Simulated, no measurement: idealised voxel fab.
Herein follows the process module entitled voxel plated lines.
Xsec cut, 180 nm wide, square cell size 5 nm.
This document writes a cross-section as a grid whose cells are square, and gives it as bands, listed from the top down; one or more rows of cells form a band. Within each band entry, the heights of the top and of the bottom of the band appear first, in that order and in nm; the materials of the band then follow from left to right, each with its corresponding width in nm. The designation "full width" on a single material indicates that it fills the band from edge to edge; the designation "blank" indicates empty space. Measure heights from 0. That's the level where, below it, the as-received wafer is all one material. The lowest band is bottomless and extends downward; write it as in "z 0 and below". Graded width ("30->40"): value in top row of band = first number; value in bottom row = second number; row-to-row change constant. "everything unchanged" means the step left every cell of the cross-section as it was. Each empty space that has no open way to the top and spans at least 8 cells appears under "Fully enclosed voids" as width x height at distance, the distance counted from the left edge, all in nm. On a step's line, text after the settings is the simulator commenting on that step. Steps that use a mask can have "overlay nm" on their line. It says how far the mask sat to the right of where it was meant to be. Negative means to the left.

[Below is the list of planned process steps]
| 1 | RECEIVE with material Si |
| 2 | CONFORMAL_DEP with material Al2O3, thk nm 5 |
| 3 | DIRECTIONAL_DEP with material TiN, thk nm 5 |
| 4 | PATTERN with tone open, mask id LINES, material resist, width nm 15, pitch nm 35, thk nm 40, overlay nm 0 |
| 5 | EPI with material Ru, thk nm 10 |
| 6 | EPI with material Ru, thk nm 5 |
| 7 | EPI with material Ru, thk nm 5 |
| 8 | STRIP with etch materials resist |
| 9 | DIRECTIONAL_ETCH with etch materials TiN, depth nm 5 |
| 10 | CONFORMAL_DEP with material SiCN, thk nm 10 |

[Incoming wafer, cross-sectional view, post step 1]
z 0 and below | Si full width
Fully enclosed voids: none

[Final wafer profile in cross-section after the module, from the same start and plan as above, with one mistake made during processing]
z 50 to 40 | 55 of blank; 70 of SiCN; 55 of blank
z 40 to 15 | 55 of blank; 10 of SiCN; 15 of Ru; 20 of SiCN; 15 of Ru; 10 of SiCN; 55 of blank
z 15 to 10 | 65 of SiCN; 15 of Ru; 20 of SiCN; 15 of Ru; 65 of SiCN
z 10 to 5 | 65 of SiCN; 15 of TiN; 20 of SiCN; 15 of TiN; 65 of SiCN
z 5 to 0 | Al2O3 full width
z 0 and below | Si full width
Fully enclosed voids: none
What was the processing mistake? step 5 of the plan was carried out twice
